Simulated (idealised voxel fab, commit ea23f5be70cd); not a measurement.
Title: Process Module voxel ribs on slabs
It is cross-section cut that appears here, measuring 290 nm in width, its square cells being 5 nm in size.
Bands, listed from the top down, are how a cross-section gets written in this document; the cross-section itself is a grid of square cells, and a band is one or more rows of them.
Look at the band entry: it leads with the top's height and the bottom's height in nm. Then it lists the materials left to right, with a width in nm for each. The word "edge to edge" on a single material says that material fills the band edge to edge. The word "blank" is empty space.
Beneath 0, the wafer as received is one material, and that level is where height counting begins. The lowest band goes on downward without a bottom; it is written like "0 nm and below".
Width: "30 to 40" (first number = top row, second number = bottom row, same change from row to row of cells).
"left unchanged" after a step means that no cell of the cross-section changed.
"Enclosed cavities": sealed empty spaces, 8 cells or more, no open way to top, listed width x height at distance, with distance from the left edge and width, height and distance in nm.
If you see something after the settings on a step's line, that's the simulator's own remark about that step.
"overlay nm" answers the question of how far to the right of plan the mask lay on a step that has a mask, and when it is negative the answer is to the left.

# These are the steps we planned for the process
1. RECEIVE [material Si]
2. DIRECTIONAL_DEP [material SiO2] [thk nm 30]
3. DIRECTIONAL_DEP [material SiN] [thk nm 15]
4. DIRECTIONAL_DEP [material aC] [thk nm 15]
5. PATTERN [tone cover] [mask id RIB] [material resist] [width nm 15] [thk nm 35] [overlay nm 0]
6. DIRECTIONAL_ETCH [etch materials aC] [depth nm 15]
7. STRIP [etch materials resist]
8. DIRECTIONAL_ETCH [etch materials SiN] [depth nm 10]
9. STRIP [etch materials aC]
10. DIRECTIONAL_DEP [material aC] [thk nm 10]
11. PATTERN [tone cover] [mask id SLAB] [material resist] [width nm 65] [thk nm 30] [overlay nm 0]
12. DIRECTIONAL_ETCH [etch materials aC] [depth nm 10]
13. STRIP [etch materials resist]
14. DIRECTIONAL_ETCH [etch materials SiN] [depth nm 5]
15. STRIP [etch materials aC]
16. FILL_DEP [material SiO2] [thk nm 25]
17. CMP [height nm 65]
18. DIRECTIONAL_DEP [material TiN] [thk nm 10]
19. MASKED_ETCH [tone cover] [mask id HEATER] [width nm 25] [etch materials TiN] [depth nm 10] [overlay nm 0]
20. CONFORMAL_DEP [material SiO2] [thk nm 5]

# The first wafer of two, processed as planned

# Step 1 complete: cross-section of the wafer as received
* 0 nm and below | Si edge to edge
* Enclosed cavities: none

# after step 2
* 30 nm to 0 nm | SiO2 edge to edge
* Under the height 0 nothing was changed.

# after step 3
* 45 nm to 30 nm | SiN edge to edge
* Under the height 30 nothing was changed.

# after step 4
* 60 nm to 45 nm | aC edge to edge
* Under the height 45 nothing was changed.

# after step 5
* 95 nm to 60 nm | blank (135); resist (15); blank (140)
* Under the height 60 nothing was changed.

# after step 6
* 80 nm to 60 nm | blank (135); resist (15); blank (140)
* 60 nm to 45 nm | blank (135); aC (15); blank (140)
* Under the height 45 nothing was changed.

# after step 7
* 60 nm to 45 nm | blank (135); aC (15); blank (140)
* Under the height 45 nothing was changed.

# after step 8
* 60 nm to 45 nm | blank (135); aC (15); blank (140)
* 45 nm to 35 nm | blank (135); SiN (15); blank (140)
* Under the height 35 nothing was changed.

# after step 9
* 45 nm to 35 nm | blank (135); SiN (15); blank (140)
* Under the height 35 nothing was changed.

# after step 10
* 55 nm to 45 nm | blank (135); aC (15); blank (140)
* 45 nm to 35 nm | aC (135); SiN (15); aC (140)
* Under the height 35 nothing was changed.

# after step 11
* 85 nm to 55 nm | blank (110); resist (65); blank (115)
* 55 nm to 45 nm | blank (110); resist (25); aC (15); resist (25); blank (115)
* Under the height 45 nothing was changed.

# after step 12
* 75 nm to 55 nm | blank (110); resist (65); blank (115)
* 55 nm to 45 nm | blank (110); resist (25); aC (15); resist (25); blank (115)
* 45 nm to 35 nm | blank (110); aC (25); SiN (15); aC (25); blank (115)
* Under the height 35 nothing was changed.

# after step 13
* 55 nm to 45 nm | blank (135); aC (15); blank (140)
* Under the height 45 nothing was changed.

# after step 14
* 55 nm to 45 nm | blank (135); aC (15); blank (140)
* 45 nm to 35 nm | blank (110); aC (25); SiN (15); aC (25); blank (115)
* 35 nm to 30 nm | blank (110); SiN (65); blank (115)
* Under the height 30 nothing was changed.

# after step 15
* 45 nm to 35 nm | blank (135); SiN (15); blank (140)
* Under the height 35 nothing was changed.

# after step 16
* 70 nm to 45 nm | SiO2 edge to edge
* 45 nm to 35 nm | SiO2 (135); SiN (15); SiO2 (140)
* 35 nm to 30 nm | SiO2 (110); SiN (65); SiO2 (115)
* Under the height 30 nothing was changed.

# after step 17
* 65 nm to 45 nm | SiO2 edge to edge
* Under the height 45 nothing was changed.

# after step 18
* 75 nm to 65 nm | TiN edge to edge
* Under the height 65 nothing was changed.

# after step 19
* 75 nm to 65 nm | blank (130); TiN (25); blank (135)
* Under the height 65 nothing was changed.

# after step 20
* 80 nm to 75 nm | blank (125); SiO2 (35); blank (130)
* 75 nm to 70 nm | blank (125); SiO2 (5); TiN (25); SiO2 (5); blank (130)
* 70 nm to 65 nm | SiO2 (130); TiN (25); SiO2 (135)
* Under the height 65 nothing was changed.

# Second of two: same start, same plan, one run error; steps up to and including 1 match the first

# Cross-section, second wafer, at the end time the plan gives for step 2
* 60 nm to 0 nm | SiO2 edge to edge
* Under the height 0 nothing was changed.

# Cross-section, second wafer, at the end time the plan gives for step 3
* 75 nm to 60 nm | SiN edge to edge
* Under the height 60 nothing was changed.

# Cross-section, second wafer, at the end time the plan gives for step 4
* 90 nm to 75 nm | aC edge to edge
* Under the height 75 nothing was changed.

# Cross-section, second wafer, at the end time the plan gives for step 5
* 125 nm to 90 nm | blank (135); resist (15); blank (140)
* Under the height 90 nothing was changed.

# Cross-section, second wafer, at the end time the plan gives for step 6
* 110 nm to 90 nm | blank (135); resist (15); blank (140)
* 90 nm to 75 nm | blank (135); aC (15); blank (140)
* Under the height 75 nothing was changed.

# Cross-section, second wafer, at the end time the plan gives for step 7
* 90 nm to 75 nm | blank (135); aC (15); blank (140)
* Under the height 75 nothing was changed.

# Cross-section, second wafer, at the end time the plan gives for step 8
* 90 nm to 75 nm | blank (135); aC (15); blank (140)
* 75 nm to 65 nm | blank (135); SiN (15); blank (140)
* Under the height 65 nothing was changed.

# Cross-section, second wafer, at the end time the plan gives for step 9
* 75 nm to 65 nm | blank (135); SiN (15); blank (140)
* Under the height 65 nothing was changed.

# Cross-section, second wafer, at the end time the plan gives for step 10
* 85 nm to 75 nm | blank (135); aC (15); blank (140)
* 75 nm to 65 nm | aC (135); SiN (15); aC (140)
* Under the height 65 nothing was changed.

# Cross-section, second wafer, at the end time the plan gives for step 11
* 115 nm to 85 nm | blank (110); resist (65); blank (115)
* 85 nm to 75 nm | blank (110); resist (25); aC (15); resist (25); blank (115)
* Under the height 75 nothing was changed.

# Cross-section, second wafer, at the end time the plan gives for step 12
* 105 nm to 85 nm | blank (110); resist (65); blank (115)
* 85 nm to 75 nm | blank (110); resist (25); aC (15); resist (25); blank (115)
* 75 nm to 65 nm | blank (110); aC (25); SiN (15); aC (25); blank (115)
* Under the height 65 nothing was changed.

# Cross-section, second wafer, at the end time the plan gives for step 13
* 85 nm to 75 nm | blank (135); aC (15); blank (140)
* Under the height 75 nothing was changed.

# Cross-section, second wafer, at the end time the plan gives for step 14
* 85 nm to 75 nm | blank (135); aC (15); blank (140)
* 75 nm to 65 nm | blank (110); aC (25); SiN (15); aC (25); blank (115)
* 65 nm to 60 nm | blank (110); SiN (65); blank (115)
* Under the height 60 nothing was changed.

# Cross-section, second wafer, at the end time the plan gives for step 15
* 75 nm to 65 nm | blank (135); SiN (15); blank (140)
* Under the height 65 nothing was changed.

# Cross-section, second wafer, at the end time the plan gives for step 16
* 100 nm to 75 nm | SiO2 edge to edge
* 75 nm to 65 nm | SiO2 (135); SiN (15); SiO2 (140)
* 65 nm to 60 nm | SiO2 (110); SiN (65); SiO2 (115)
* Under the height 60 nothing was changed.

# Cross-section, second wafer, at the end time the plan gives for step 17
* 65 nm to 60 nm | SiO2 (110); SiN (65); SiO2 (115)
* Under the height 60 nothing was changed.

# Cross-section, second wafer, at the end time the plan gives for step 18
* 75 nm to 65 nm | TiN edge to edge
* Under the height 65 nothing was changed.

# Cross-section, second wafer, at the end time the plan gives for step 19
* 75 nm to 65 nm | blank (130); TiN (25); blank (135)
* Under the height 65 nothing was changed.

# Cross-section, second wafer, at the end time the plan gives for step 20
* 80 nm to 75 nm | blank (125); SiO2 (35); blank (130)
* 75 nm to 70 nm | blank (125); SiO2 (5); TiN (25); SiO2 (5); blank (130)
* 70 nm to 65 nm | SiO2 (130); TiN (25); SiO2 (135)
* Under the height 65 nothing was changed.
Plan not followed: execution of plan step 2 occurred twice
Final tally in cells, some materials are higher or lower on the second wafer than on the first: -6 SiN | +6 SiO2
